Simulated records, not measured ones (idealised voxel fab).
This is a process module. Its name is voxel transistor to metal.
Section cut is 165 nm wide and gridded with 5 nm square cells.
Square cells in a grid make up a cross-section in this document, and the grid is given as bands, listed from the top down, each one or more rows of cells.
Heights first: top, then bottom, in nm. Then materials, left to right, each with a width in nm. "throughout" on a single material: fills the band edge to edge. "empty": empty space.
Heights from 0 (as-received wafer is one material below). Bottom band endless downward, as "0 down".
Note: "30->40" means the width goes from the first number (top row of the band) to the second number (bottom row) in equal steps per row of cells.
Reading "same as before" for a step: not a cell of the cross-section changed in it.
Closed-off voids of 8+ cells (no open route to the top) go in "Closed cavity list", written width x height at distance from the left edge, in nm.
If you see something after the settings on a step's line, that's the simulator's own remark about that step.
"overlay nm" on a masked step: distance the mask lay right of its planned place, negative for left.

# Planned process steps
1) op RECEIVE | material Si
2) op CONFORMAL_DEP | material SiO2 | thk nm 5
3) op CONFORMAL_DEP | material SiN | thk nm 10
4) op PATTERN | tone cover | mask id ACTIVE | material resist | width nm 105 | thk nm 15 | overlay nm 0
5) op DIRECTIONAL_ETCH | etch materials SiN | depth nm 10
6) op DIRECTIONAL_ETCH | etch materials SiO2 | depth nm 5
7) op DIRECTIONAL_ETCH | etch materials Si | depth nm 20
8) op STRIP | etch materials resist
9) op FILL_DEP | material SiO2 | thk nm 10
10) op CMP | height nm 15
11) op SELECTIVE_ETCH | etch materials SiO2 | depth nm 5
12) op STRIP | etch materials SiN
13) op SELECTIVE_ETCH | etch materials SiO2 | depth nm 5
14) op OXIDIZE | depth nm 5
15) op DIRECTIONAL_DEP | material polySi | thk nm 25
16) op DIRECTIONAL_DEP | material SiCN | thk nm 10
17) op DIRECTIONAL_DEP | material aC | thk nm 15
18) op PATTERN | tone cover | mask id GATE | material resist | width nm 15 | thk nm 30 | overlay nm 0
19) op DIRECTIONAL_ETCH | etch materials aC | depth nm 15
20) op STRIP | etch materials resist
21) op DIRECTIONAL_ETCH | etch materials SiCN | depth nm 20
22) op DIRECTIONAL_ETCH | etch materials polySi | depth nm 35
23) op STRIP | etch materials aC
24) op CONFORMAL_DEP | material SiO2 | thk nm 5
25) op DIRECTIONAL_ETCH | etch materials SiO2 | depth nm 5
26) op CONFORMAL_DEP | material SiN | thk nm 5
27) op DIRECTIONAL_ETCH | etch materials SiN | depth nm 5
28) op DIRECTIONAL_ETCH | etch materials SiO2 | depth nm 5
29) op EPI | material SiGe | thk nm 5
30) op FILL_DEP | material SiO2 | thk nm 10
31) op CMP | height nm 35
32) op DIRECTIONAL_DEP | material SiO2 | thk nm 10
33) op PATTERN | tone open | mask id CONTACT | material resist | width nm 20 | pitch nm 65 | thk nm 20 | overlay nm 0
34) op DIRECTIONAL_ETCH | etch materials SiO2 | depth nm 45
35) op STRIP | etch materials resist
36) op CONFORMAL_DEP | material TiN | thk nm 5
37) op FILL_DEP | material Ru | thk nm 5
38) op CMP | height nm 45
39) op DIRECTIONAL_DEP | material TiN | thk nm 5
40) op DIRECTIONAL_DEP | material W | thk nm 20
41) op MASKED_ETCH | tone cover | mask id METAL_1 | width nm 20 | pitch nm 65 | etch materials W | depth nm 20 | overlay nm 0
42) op MASKED_ETCH | tone cover | mask id METAL_1 | width nm 20 | pitch nm 65 | etch materials TiN | depth nm 5 | overlay nm 0
43) op CONFORMAL_DEP | material SiCN | thk nm 5
44) op FILL_DEP | material lowk | thk nm 10
45) op CMP | height nm 70
46) op CONFORMAL_DEP | material SiN | thk nm 5

# What follows covers the first of two wafers; it ran as planned

# Cross-sectional view of the wafer in its as-received condition, corresponding to the state after step 1
    0 down = Si throughout
    Closed cavity list: none

# The wafer in cross-section once step 2 is complete
    5 to 0 = SiO2 throughout
    Everything below 0 is unchanged.

# The wafer in cross-section once step 3 is complete
    15 to 5 = SiN throughout
    Everything below 5 is unchanged.

# The wafer in cross-section once step 4 is complete
    30 to 15 = empty 30 | resist 105 | empty 30
    Everything below 15 is unchanged.

# The wafer in cross-section once step 5 is complete
    30 to 15 = empty 30 | resist 105 | empty 30
    15 to 5 = empty 30 | SiN 105 | empty 30
    Everything below 5 is unchanged.

# The wafer in cross-section once step 6 is complete
    30 to 15 = empty 30 | resist 105 | empty 30
    15 to 5 = empty 30 | SiN 105 | empty 30
    5 to 0 = empty 30 | SiO2 105 | empty 30
    Everything below 0 is unchanged.

# The wafer in cross-section once step 7 is complete
    30 to 15 = empty 30 | resist 105 | empty 30
    15 to 5 = empty 30 | SiN 105 | empty 30
    5 to 0 = empty 30 | SiO2 105 | empty 30
    0 to -20 = empty 30 | Si 105 | empty 30
    Everything below -20 is unchanged.

# The wafer in cross-section once step 8 is complete
    15 to 5 = empty 30 | SiN 105 | empty 30
    Everything below 5 is unchanged.

# The wafer in cross-section once step 9 is complete
    25 to 15 = SiO2 throughout
    15 to 5 = SiO2 30 | SiN 105 | SiO2 30
    5 to 0 = SiO2 throughout
    0 to -20 = SiO2 30 | Si 105 | SiO2 30
    Everything below -20 is unchanged.

# The wafer in cross-section once step 10 is complete
    15 to 5 = SiO2 30 | SiN 105 | SiO2 30
    Everything below 5 is unchanged.

# The wafer in cross-section once step 11 is complete
    15 to 10 = empty 30 | SiN 105 | empty 30
    Everything below 10 is unchanged.

# The wafer in cross-section once step 12 is complete
    10 to 5 = SiO2 30 | empty 105 | SiO2 30
    Everything below 5 is unchanged.

# The wafer in cross-section once step 13 is complete
    5 to 0 = SiO2 25 | empty 115 | SiO2 25
    Everything below 0 is unchanged.

# The wafer in cross-section once step 14 is complete
    5 to 0 = SiO2 25 | empty 115 | SiO2 25
    0 to -5 = SiO2 throughout
    Everything below -5 is unchanged.

# The wafer in cross-section once step 15 is complete
    30 to 25 = polySi 25 | empty 115 | polySi 25
    25 to 5 = polySi throughout
    5 to 0 = SiO2 25 | polySi 115 | SiO2 25
    Everything below 0 is unchanged.

# The wafer in cross-section once step 16 is complete
    40 to 35 = SiCN 25 | empty 115 | SiCN 25
    35 to 30 = SiCN throughout
    30 to 25 = polySi 25 | SiCN 115 | polySi 25
    Everything below 25 is unchanged.

# The wafer in cross-section once step 17 is complete
    55 to 50 = aC 25 | empty 115 | aC 25
    50 to 40 = aC throughout
    40 to 35 = SiCN 25 | aC 115 | SiCN 25
    Everything below 35 is unchanged.

# The wafer in cross-section once step 18 is complete
    85 to 55 = empty 75 | resist 15 | empty 75
    55 to 50 = aC 25 | empty 50 | resist 15 | empty 50 | aC 25
    Everything below 50 is unchanged.

# The wafer in cross-section once step 19 is complete
    70 to 50 = empty 75 | resist 15 | empty 75
    50 to 40 = empty 75 | aC 15 | empty 75
    40 to 35 = SiCN 25 | empty 50 | aC 15 | empty 50 | SiCN 25
    Everything below 35 is unchanged.

# The wafer in cross-section once step 20 is complete
    50 to 40 = empty 75 | aC 15 | empty 75
    Everything below 40 is unchanged.

# The wafer in cross-section once step 21 is complete
    50 to 35 = empty 75 | aC 15 | empty 75
    35 to 30 = empty 75 | SiCN 15 | empty 75
    30 to 25 = polySi 25 | empty 50 | SiCN 15 | empty 50 | polySi 25
    Everything below 25 is unchanged.

# The wafer in cross-section once step 22 is complete
    50 to 35 = empty 75 | aC 15 | empty 75
    35 to 25 = empty 75 | SiCN 15 | empty 75
    25 to 5 = empty 75 | polySi 15 | empty 75
    5 to 0 = SiO2 25 | empty 50 | polySi 15 | empty 50 | SiO2 25
    Everything below 0 is unchanged.

# The wafer in cross-section once step 23 is complete
    35 to 25 = empty 75 | SiCN 15 | empty 75
    Everything below 25 is unchanged.

# The wafer in cross-section once step 24 is complete
    40 to 35 = empty 70 | SiO2 25 | empty 70
    35 to 25 = empty 70 | SiO2 5 | SiCN 15 | SiO2 5 | empty 70
    25 to 10 = empty 70 | SiO2 5 | polySi 15 | SiO2 5 | empty 70
    10 to 5 = SiO2 30 | empty 40 | SiO2 5 | polySi 15 | SiO2 5 | empty 40 | SiO2 30
    5 to 0 = SiO2 75 | polySi 15 | SiO2 75
    Everything below 0 is unchanged.

# The wafer in cross-section once step 25 is complete
    35 to 25 = empty 70 | SiO2 5 | SiCN 15 | SiO2 5 | empty 70
    25 to 5 = empty 70 | SiO2 5 | polySi 15 | SiO2 5 | empty 70
    5 to 0 = SiO2 30 | empty 40 | SiO2 5 | polySi 15 | SiO2 5 | empty 40 | SiO2 30
    Everything below 0 is unchanged.

# The wafer in cross-section once step 26 is complete
    40 to 35 = empty 65 | SiN 35 | empty 65
    35 to 25 = empty 65 | SiN 5 | SiO2 5 | SiCN 15 | SiO2 5 | SiN 5 | empty 65
    25 to 10 = empty 65 | SiN 5 | SiO2 5 | polySi 15 | SiO2 5 | SiN 5 | empty 65
    10 to 5 = SiN 35 | empty 30 | SiN 5 | SiO2 5 | polySi 15 | SiO2 5 | SiN 5 | empty 30 | SiN 35
    5 to 0 = SiO2 30 | SiN 40 | SiO2 5 | polySi 15 | SiO2 5 | SiN 40 | SiO2 30
    Everything below 0 is unchanged.

# The wafer in cross-section once step 27 is complete
    35 to 25 = empty 65 | SiN 5 | SiO2 5 | SiCN 15 | SiO2 5 | SiN 5 | empty 65
    25 to 5 = empty 65 | SiN 5 | SiO2 5 | polySi 15 | SiO2 5 | SiN 5 | empty 65
    5 to 0 = SiO2 30 | SiN 5 | empty 30 | SiN 5 | SiO2 5 | polySi 15 | SiO2 5 | SiN 5 | empty 30 | SiN 5 | SiO2 30
    Everything below 0 is unchanged.

# The wafer in cross-section once step 28 is complete
    35 to 30 = empty 65 | SiN 5 | empty 5 | SiCN 15 | empty 5 | SiN 5 | empty 65
    30 to 25 = empty 65 | SiN 5 | SiO2 5 | SiCN 15 | SiO2 5 | SiN 5 | empty 65
    25 to 5 = empty 65 | SiN 5 | SiO2 5 | polySi 15 | SiO2 5 | SiN 5 | empty 65
    5 to 0 = empty 30 | SiN 5 | empty 30 | SiN 5 | SiO2 5 | polySi 15 | SiO2 5 | SiN 5 | empty 30 | SiN 5 | empty 30
    0 to -5 = SiO2 35 | empty 30 | SiO2 35 | empty 30 | SiO2 35
    Everything below -5 is unchanged.

# The wafer in cross-section once step 29 is complete
    35 to 30 = empty 65 | SiN 5 | empty 5 | SiCN 15 | empty 5 | SiN 5 | empty 65
    30 to 25 = empty 65 | SiN 5 | SiO2 5 | SiCN 15 | SiO2 5 | SiN 5 | empty 65
    25 to 5 = empty 65 | SiN 5 | SiO2 5 | polySi 15 | SiO2 5 | SiN 5 | empty 65
    5 to 0 = empty 30 | SiN 5 | empty 30 | SiN 5 | SiO2 5 | polySi 15 | SiO2 5 | SiN 5 | empty 30 | SiN 5 | empty 30
    0 to -5 = SiO2 35 | SiGe 30 | SiO2 35 | SiGe 30 | SiO2 35
    Everything below -5 is unchanged.

# The wafer in cross-section once step 30 is complete
    45 to 35 = SiO2 throughout
    35 to 25 = SiO2 65 | SiN 5 | SiO2 5 | SiCN 15 | SiO2 5 | SiN 5 | SiO2 65
    25 to 5 = SiO2 65 | SiN 5 | SiO2 5 | polySi 15 | SiO2 5 | SiN 5 | SiO2 65
    5 to 0 = SiO2 30 | SiN 5 | SiO2 30 | SiN 5 | SiO2 5 | polySi 15 | SiO2 5 | SiN 5 | SiO2 30 | SiN 5 | SiO2 30
    Everything below 0 is unchanged.

# The wafer in cross-section once step 31 is complete
    35 to 25 = SiO2 65 | SiN 5 | SiO2 5 | SiCN 15 | SiO2 5 | SiN 5 | SiO2 65
    Everything below 25 is unchanged.

# The wafer in cross-section once step 32 is complete
    45 to 35 = SiO2 throughout
    Everything below 35 is unchanged.

# The wafer in cross-section once step 33 is complete
    65 to 45 = resist 40 | empty 20 | resist 45 | empty 20 | resist 40
    Everything below 45 is unchanged.

# The wafer in cross-section once step 34 is complete
    65 to 45 = resist 40 | empty 20 | resist 45 | empty 20 | resist 40
    45 to 35 = SiO2 40 | empty 20 | SiO2 45 | empty 20 | SiO2 40
    35 to 25 = SiO2 40 | empty 20 | SiO2 5 | SiN 5 | SiO2 5 | SiCN 15 | SiO2 5 | SiN 5 | SiO2 5 | empty 20 | SiO2 40
    25 to 5 = SiO2 40 | empty 20 | SiO2 5 | SiN 5 | SiO2 5 | polySi 15 | SiO2 5 | SiN 5 | SiO2 5 | empty 20 | SiO2 40
    5 to 0 = SiO2 30 | SiN 5 | SiO2 5 | empty 20 | SiO2 5 | SiN 5 | SiO2 5 | polySi 15 | SiO2 5 | SiN 5 | SiO2 5 | empty 20 | SiO2 5 | SiN 5 | SiO2 30
    Everything below 0 is unchanged.

# The wafer in cross-section once step 35 is complete
    45 to 35 = SiO2 40 | empty 20 | SiO2 45 | empty 20 | SiO2 40
    Everything below 35 is unchanged.

# The wafer in cross-section once step 36 is complete
    50 to 45 = TiN 45 | empty 10 | TiN 55 | empty 10 | TiN 45
    45 to 35 = SiO2 40 | TiN 5 | empty 10 | TiN 5 | SiO2 45 | TiN 5 | empty 10 | TiN 5 | SiO2 40
    35 to 25 = SiO2 40 | TiN 5 | empty 10 | TiN 5 | SiO2 5 | SiN 5 | SiO2 5 | SiCN 15 | SiO2 5 | SiN 5 | SiO2 5 | TiN 5 | empty 10 | TiN 5 | SiO2 40
    25 to 5 = SiO2 40 | TiN 5 | empty 10 | TiN 5 | SiO2 5 | SiN 5 | SiO2 5 | polySi 15 | SiO2 5 | SiN 5 | SiO2 5 | TiN 5 | empty 10 | TiN 5 | SiO2 40
    5 to 0 = SiO2 30 | SiN 5 | SiO2 5 | TiN 20 | SiO2 5 | SiN 5 | SiO2 5 | polySi 15 | SiO2 5 | SiN 5 | SiO2 5 | TiN 20 | SiO2 5 | SiN 5 | SiO2 30
    Everything below 0 is unchanged.

# The wafer in cross-section once step 37 is complete
    55 to 50 = Ru throughout
    50 to 45 = TiN 45 | Ru 10 | TiN 55 | Ru 10 | TiN 45
    45 to 35 = SiO2 40 | TiN 5 | Ru 10 | TiN 5 | SiO2 45 | TiN 5 | Ru 10 | TiN 5 | SiO2 40
    35 to 25 = SiO2 40 | TiN 5 | Ru 10 | TiN 5 | SiO2 5 | SiN 5 | SiO2 5 | SiCN 15 | SiO2 5 | SiN 5 | SiO2 5 | TiN 5 | Ru 10 | TiN 5 | SiO2 40
    25 to 5 = SiO2 40 | TiN 5 | Ru 10 | TiN 5 | SiO2 5 | SiN 5 | SiO2 5 | polySi 15 | SiO2 5 | SiN 5 | SiO2 5 | TiN 5 | Ru 10 | TiN 5 | SiO2 40
    Everything below 5 is unchanged.

# The wafer in cross-section once step 38 is complete
    45 to 35 = SiO2 40 | TiN 5 | Ru 10 | TiN 5 | SiO2 45 | TiN 5 | Ru 10 | TiN 5 | SiO2 40
    Everything below 35 is unchanged.

# The wafer in cross-section once step 39 is complete
    50 to 45 = TiN throughout
    Everything below 45 is unchanged.

# The wafer in cross-section once step 40 is complete
    70 to 50 = W throughout
    Everything below 50 is unchanged.

# The wafer in cross-section once step 41 is complete
    70 to 50 = empty 40 | W 20 | empty 45 | W 20 | empty 40
    Everything below 50 is unchanged.

# The wafer in cross-section once step 42 is complete
    70 to 50 = empty 40 | W 20 | empty 45 | W 20 | empty 40
    50 to 45 = empty 40 | TiN 20 | empty 45 | TiN 20 | empty 40
    Everything below 45 is unchanged.

# The wafer in cross-section once step 43 is complete
    75 to 70 = empty 35 | SiCN 30 | empty 35 | SiCN 30 | empty 35
    70 to 50 = empty 35 | SiCN 5 | W 20 | SiCN 5 | empty 35 | SiCN 5 | W 20 | SiCN 5 | empty 35
    50 to 45 = SiCN 40 | TiN 20 | SiCN 45 | TiN 20 | SiCN 40
    Everything below 45 is unchanged.

# The wafer in cross-section once step 44 is complete
    85 to 75 = lowk throughout
    75 to 70 = lowk 35 | SiCN 30 | lowk 35 | SiCN 30 | lowk 35
    70 to 50 = lowk 35 | SiCN 5 | W 20 | SiCN 5 | lowk 35 | SiCN 5 | W 20 | SiCN 5 | lowk 35
    Everything below 50 is unchanged.

# The wafer in cross-section once step 45 is complete
    70 to 50 = lowk 35 | SiCN 5 | W 20 | SiCN 5 | lowk 35 | SiCN 5 | W 20 | SiCN 5 | lowk 35
    Everything below 50 is unchanged.

# The wafer in cross-section once step 46 is complete
    75 to 70 = SiN throughout
    Everything below 70 is unchanged.

# The second wafer began exactly as the first did and followed the same plan, but one mistake was made while running it; through step 17 inclusive, the two wafers are identical

# Look at the second wafer in cross-section at the time step 18 ought to have finished
    85 to 55 = empty 70 | resist 25 | empty 70
    55 to 50 = aC 25 | empty 45 | resist 25 | empty 45 | aC 25
    Everything below 50 is unchanged.

# Look at the second wafer in cross-section at the time step 19 ought to have finished
    70 to 50 = empty 70 | resist 25 | empty 70
    50 to 40 = empty 70 | aC 25 | empty 70
    40 to 35 = SiCN 25 | empty 45 | aC 25 | empty 45 | SiCN 25
    Everything below 35 is unchanged.

# Look at the second wafer in cross-section at the time step 20 ought to have finished
    50 to 40 = empty 70 | aC 25 | empty 70
    Everything below 40 is unchanged.

# Look at the second wafer in cross-section at the time step 21 ought to have finished
    50 to 35 = empty 70 | aC 25 | empty 70
    35 to 30 = empty 70 | SiCN 25 | empty 70
    30 to 25 = polySi 25 | empty 45 | SiCN 25 | empty 45 | polySi 25
    Everything below 25 is unchanged.

# Look at the second wafer in cross-section at the time step 22 ought to have finished
    50 to 35 = empty 70 | aC 25 | empty 70
    35 to 25 = empty 70 | SiCN 25 | empty 70
    25 to 5 = empty 70 | polySi 25 | empty 70
    5 to 0 = SiO2 25 | empty 45 | polySi 25 | empty 45 | SiO2 25
    Everything below 0 is unchanged.

# Look at the second wafer in cross-section at the time step 23 ought to have finished
    35 to 25 = empty 70 | SiCN 25 | empty 70
    Everything below 25 is unchanged.

# Look at the second wafer in cross-section at the time step 24 ought to have finished
    40 to 35 = empty 65 | SiO2 35 | empty 65
    35 to 25 = empty 65 | SiO2 5 | SiCN 25 | SiO2 5 | empty 65
    25 to 10 = empty 65 | SiO2 5 | polySi 25 | SiO2 5 | empty 65
    10 to 5 = SiO2 30 | empty 35 | SiO2 5 | polySi 25 | SiO2 5 | empty 35 | SiO2 30
    5 to 0 = SiO2 70 | polySi 25 | SiO2 70
    Everything below 0 is unchanged.

# Look at the second wafer in cross-section at the time step 25 ought to have finished
    35 to 25 = empty 65 | SiO2 5 | SiCN 25 | SiO2 5 | empty 65
    25 to 5 = empty 65 | SiO2 5 | polySi 25 | SiO2 5 | empty 65
    5 to 0 = SiO2 30 | empty 35 | SiO2 5 | polySi 25 | SiO2 5 | empty 35 | SiO2 30
    Everything below 0 is unchanged.

# Look at the second wafer in cross-section at the time step 26 ought to have finished
    40 to 35 = empty 60 | SiN 45 | empty 60
    35 to 25 = empty 60 | SiN 5 | SiO2 5 | SiCN 25 | SiO2 5 | SiN 5 | empty 60
    25 to 10 = empty 60 | SiN 5 | SiO2 5 | polySi 25 | SiO2 5 | SiN 5 | empty 60
    10 to 5 = SiN 35 | empty 25 | SiN 5 | SiO2 5 | polySi 25 | SiO2 5 | SiN 5 | empty 25 | SiN 35
    5 to 0 = SiO2 30 | SiN 35 | SiO2 5 | polySi 25 | SiO2 5 | SiN 35 | SiO2 30
    Everything below 0 is unchanged.

# Look at the second wafer in cross-section at the time step 27 ought to have finished
    35 to 25 = empty 60 | SiN 5 | SiO2 5 | SiCN 25 | SiO2 5 | SiN 5 | empty 60
    25 to 5 = empty 60 | SiN 5 | SiO2 5 | polySi 25 | SiO2 5 | SiN 5 | empty 60
    5 to 0 = SiO2 30 | SiN 5 | empty 25 | SiN 5 | SiO2 5 | polySi 25 | SiO2 5 | SiN 5 | empty 25 | SiN 5 | SiO2 30
    Everything below 0 is unchanged.

# Look at the second wafer in cross-section at the time step 28 ought to have finished
    35 to 30 = empty 60 | SiN 5 | empty 5 | SiCN 25 | empty 5 | SiN 5 | empty 60
    30 to 25 = empty 60 | SiN 5 | SiO2 5 | SiCN 25 | SiO2 5 | SiN 5 | empty 60
    25 to 5 = empty 60 | SiN 5 | SiO2 5 | polySi 25 | SiO2 5 | SiN 5 | empty 60
    5 to 0 = empty 30 | SiN 5 | empty 25 | SiN 5 | SiO2 5 | polySi 25 | SiO2 5 | SiN 5 | empty 25 | SiN 5 | empty 30
    0 to -5 = SiO2 35 | empty 25 | SiO2 45 | empty 25 | SiO2 35
    Everything below -5 is unchanged.

# Look at the second wafer in cross-section at the time step 29 ought to have finished
    35 to 30 = empty 60 | SiN 5 | empty 5 | SiCN 25 | empty 5 | SiN 5 | empty 60
    30 to 25 = empty 60 | SiN 5 | SiO2 5 | SiCN 25 | SiO2 5 | SiN 5 | empty 60
    25 to 5 = empty 60 | SiN 5 | SiO2 5 | polySi 25 | SiO2 5 | SiN 5 | empty 60
    5 to 0 = empty 30 | SiN 5 | empty 25 | SiN 5 | SiO2 5 | polySi 25 | SiO2 5 | SiN 5 | empty 25 | SiN 5 | empty 30
    0 to -5 = SiO2 35 | SiGe 25 | SiO2 45 | SiGe 25 | SiO2 35
    Everything below -5 is unchanged.

# Look at the second wafer in cross-section at the time step 30 ought to have finished
    45 to 35 = SiO2 throughout
    35 to 25 = SiO2 60 | SiN 5 | SiO2 5 | SiCN 25 | SiO2 5 | SiN 5 | SiO2 60
    25 to 5 = SiO2 60 | SiN 5 | SiO2 5 | polySi 25 | SiO2 5 | SiN 5 | SiO2 60
    5 to 0 = SiO2 30 | SiN 5 | SiO2 25 | SiN 5 | SiO2 5 | polySi 25 | SiO2 5 | SiN 5 | SiO2 25 | SiN 5 | SiO2 30
    Everything below 0 is unchanged.

# Look at the second wafer in cross-section at the time step 31 ought to have finished
    35 to 25 = SiO2 60 | SiN 5 | SiO2 5 | SiCN 25 | SiO2 5 | SiN 5 | SiO2 60
    Everything below 25 is unchanged.

# Look at the second wafer in cross-section at the time step 32 ought to have finished
    45 to 35 = SiO2 throughout
    Everything below 35 is unchanged.

# Look at the second wafer in cross-section at the time step 33 ought to have finished
    65 to 45 = resist 40 | empty 20 | resist 45 | empty 20 | resist 40
    Everything below 45 is unchanged.

# Look at the second wafer in cross-section at the time step 34 ought to have finished
    65 to 45 = resist 40 | empty 20 | resist 45 | empty 20 | resist 40
    45 to 35 = SiO2 40 | empty 20 | SiO2 45 | empty 20 | SiO2 40
    35 to 25 = SiO2 40 | empty 20 | SiN 5 | SiO2 5 | SiCN 25 | SiO2 5 | SiN 5 | empty 20 | SiO2 40
    25 to 5 = SiO2 40 | empty 20 | SiN 5 | SiO2 5 | polySi 25 | SiO2 5 | SiN 5 | empty 20 | SiO2 40
    5 to 0 = SiO2 30 | SiN 5 | SiO2 5 | empty 20 | SiN 5 | SiO2 5 | polySi 25 | SiO2 5 | SiN 5 | empty 20 | SiO2 5 | SiN 5 | SiO2 30
    Everything below 0 is unchanged.

# Look at the second wafer in cross-section at the time step 35 ought to have finished
    45 to 35 = SiO2 40 | empty 20 | SiO2 45 | empty 20 | SiO2 40
    Everything below 35 is unchanged.

# Look at the second wafer in cross-section at the time step 36 ought to have finished
    50 to 45 = TiN 45 | empty 10 | TiN 55 | empty 10 | TiN 45
    45 to 35 = SiO2 40 | TiN 5 | empty 10 | TiN 5 | SiO2 45 | TiN 5 | empty 10 | TiN 5 | SiO2 40
    35 to 25 = SiO2 40 | TiN 5 | empty 10 | TiN 5 | SiN 5 | SiO2 5 | SiCN 25 | SiO2 5 | SiN 5 | TiN 5 | empty 10 | TiN 5 | SiO2 40
    25 to 5 = SiO2 40 | TiN 5 | empty 10 | TiN 5 | SiN 5 | SiO2 5 | polySi 25 | SiO2 5 | SiN 5 | TiN 5 | empty 10 | TiN 5 | SiO2 40
    5 to 0 = SiO2 30 | SiN 5 | SiO2 5 | TiN 20 | SiN 5 | SiO2 5 | polySi 25 | SiO2 5 | SiN 5 | TiN 20 | SiO2 5 | SiN 5 | SiO2 30
    Everything below 0 is unchanged.

# Look at the second wafer in cross-section at the time step 37 ought to have finished
    55 to 50 = Ru throughout
    50 to 45 = TiN 45 | Ru 10 | TiN 55 | Ru 10 | TiN 45
    45 to 35 = SiO2 40 | TiN 5 | Ru 10 | TiN 5 | SiO2 45 | TiN 5 | Ru 10 | TiN 5 | SiO2 40
    35 to 25 = SiO2 40 | TiN 5 | Ru 10 | TiN 5 | SiN 5 | SiO2 5 | SiCN 25 | SiO2 5 | SiN 5 | TiN 5 | Ru 10 | TiN 5 | SiO2 40
    25 to 5 = SiO2 40 | TiN 5 | Ru 10 | TiN 5 | SiN 5 | SiO2 5 | polySi 25 | SiO2 5 | SiN 5 | TiN 5 | Ru 10 | TiN 5 | SiO2 40
    Everything below 5 is unchanged.

# Look at the second wafer in cross-section at the time step 38 ought to have finished
    45 to 35 = SiO2 40 | TiN 5 | Ru 10 | TiN 5 | SiO2 45 | TiN 5 | Ru 10 | TiN 5 | SiO2 40
    Everything below 35 is unchanged.

# Look at the second wafer in cross-section at the time step 39 ought to have finished
    50 to 45 = TiN throughout
    Everything below 45 is unchanged.

# Look at the second wafer in cross-section at the time step 40 ought to have finished
    70 to 50 = W throughout
    Everything below 50 is unchanged.

# Look at the second wafer in cross-section at the time step 41 ought to have finished
    70 to 50 = empty 40 | W 20 | empty 45 | W 20 | empty 40
    Everything below 50 is unchanged.

# Look at the second wafer in cross-section at the time step 42 ought to have finished
    70 to 50 = empty 40 | W 20 | empty 45 | W 20 | empty 40
    50 to 45 = empty 40 | TiN 20 | empty 45 | TiN 20 | empty 40
    Everything below 45 is unchanged.

# Look at the second wafer in cross-section at the time step 43 ought to have finished
    75 to 70 = empty 35 | SiCN 30 | empty 35 | SiCN 30 | empty 35
    70 to 50 = empty 35 | SiCN 5 | W 20 | SiCN 5 | empty 35 | SiCN 5 | W 20 | SiCN 5 | empty 35
    50 to 45 = SiCN 40 | TiN 20 | SiCN 45 | TiN 20 | SiCN 40
    Everything below 45 is unchanged.

# Look at the second wafer in cross-section at the time step 44 ought to have finished
    85 to 75 = lowk throughout
    75 to 70 = lowk 35 | SiCN 30 | lowk 35 | SiCN 30 | lowk 35
    70 to 50 = lowk 35 | SiCN 5 | W 20 | SiCN 5 | lowk 35 | SiCN 5 | W 20 | SiCN 5 | lowk 35
    Everything below 50 is unchanged.

# Look at the second wafer in cross-section at the time step 45 ought to have finished
    70 to 50 = lowk 35 | SiCN 5 | W 20 | SiCN 5 | lowk 35 | SiCN 5 | W 20 | SiCN 5 | lowk 35
    Everything below 50 is unchanged.

# Look at the second wafer in cross-section at the time step 46 ought to have finished
    75 to 70 = SiN throughout
    Everything below 70 is unchanged.
It is concluded that the wafer was processed incorrectly with respect to the plan, in that not per plan at step 18, really ran op PATTERN | tone cover | mask id GATE | material resist | width nm 25 | thk nm 30 | overlay nm 0
The closing comparison, in cells, has the second wafer with more or fewer of some materials than the first: +4 SiCN | -2 SiGe | -12 SiO2 | +10 polySi
